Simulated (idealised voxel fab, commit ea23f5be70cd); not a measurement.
process module | voxel ribs on slabs
cross-section cut | 155 nm wide | cells 5 nm
A cross-section is a grid of square cells, given in bands from the top down. A band is one or more rows of cells.
Each band's line starts with the height of the band's top and of its bottom, in nm. Then come its materials from left to right, each with its width in nm. One material with "throughout" fills the band from edge to edge. "air" is empty space.
Height 0 is the level under which the wafer as received is all one material. The lowest band goes on downwards, as in "0 down".
A width such as "30 to 40" changes by the same amount from each row of cells to the next, from the band's top row to its bottom row.
"no change" after a step means that no cell of the cross-section changed.
closed voids: empty space of 8 cells or more with no open way to the top, each as width x height at its distance from the left edge, in nm
after a step's settings: what the simulator itself notes on the step
overlay nm, on a step with a mask: how far to the right of its planned place the mask lay; to the left if negative
plan
1 op RECEIVE | material Si
2 op DIRECTIONAL_DEP | material SiO2 | thk nm 20
3 op DIRECTIONAL_DEP | material polySi | thk nm 25
4 op MASKED_ETCH | tone cover | mask id RIB | width nm 20 | etch materials polySi | depth nm 20 | overlay nm 0
5 op MASKED_ETCH | tone cover | mask id SLAB | width nm 70 | etch materials polySi | depth nm 5 | overlay nm 0
6 op FILL_DEP | material SiO2 | thk nm 20
7 op CMP | height nm 55
8 op DIRECTIONAL_DEP | material TiN | thk nm 10
9 op PATTERN | tone cover | mask id HEATER | material resist | width nm 30 | thk nm 20 | overlay nm 0
10 op DIRECTIONAL_ETCH | etch materials TiN | depth nm 10
11 op STRIP | etch materials resist
12 op CONFORMAL_DEP | material SiO2 | thk nm 5
first wafer, as planned
as received, after step 1
  0 down: Si throughout
  closed voids: none
after step 2
  20 to 0: SiO2 throughout
  below 0: unchanged
after step 3
  45 to 20: polySi throughout
  below 20: unchanged
after step 4
  45 to 25: air 65 | polySi 20 | air 70
  below 25: unchanged
after step 5
  45 to 25: air 65 | polySi 20 | air 70
  25 to 20: air 40 | polySi 70 | air 45
  below 20: unchanged
after step 6
  65 to 45: SiO2 throughout
  45 to 25: SiO2 65 | polySi 20 | SiO2 70
  25 to 20: SiO2 40 | polySi 70 | SiO2 45
  below 20: unchanged
after step 7
  55 to 45: SiO2 throughout
  below 45: unchanged
after step 8
  65 to 55: TiN throughout
  below 55: unchanged
after step 9
  85 to 65: air 60 | resist 30 | air 65
  below 65: unchanged
after step 10
  85 to 65: air 60 | resist 30 | air 65
  65 to 55: air 60 | TiN 30 | air 65
  below 55: unchanged
after step 11
  65 to 55: air 60 | TiN 30 | air 65
  below 55: unchanged
after step 12
  70 to 65: air 55 | SiO2 40 | air 60
  65 to 60: air 55 | SiO2 5 | TiN 30 | SiO2 5 | air 60
  60 to 55: SiO2 60 | TiN 30 | SiO2 65
  below 55: unchanged
second wafer: like start, like plan, one mistake. Through step 9 it matches the first wafer
when step 10 should have ended
  85 to 65: air 60 | resist 30 | air 65
  65 to 60: air 60 | TiN 30 | air 65
  below 60: unchanged
when step 11 should have ended
  65 to 60: air 60 | TiN 30 | air 65
  below 60: unchanged
when step 12 should have ended
  70 to 65: air 55 | SiO2 40 | air 60
  65 to 60: SiO2 60 | TiN 30 | SiO2 65
  below 60: unchanged
what went wrong: step 10 ran as: op DIRECTIONAL_ETCH | etch materials TiN | depth nm 5
at the end the second wafer has, in cells: 2 fewer of SiO2 | 25 more of TiN
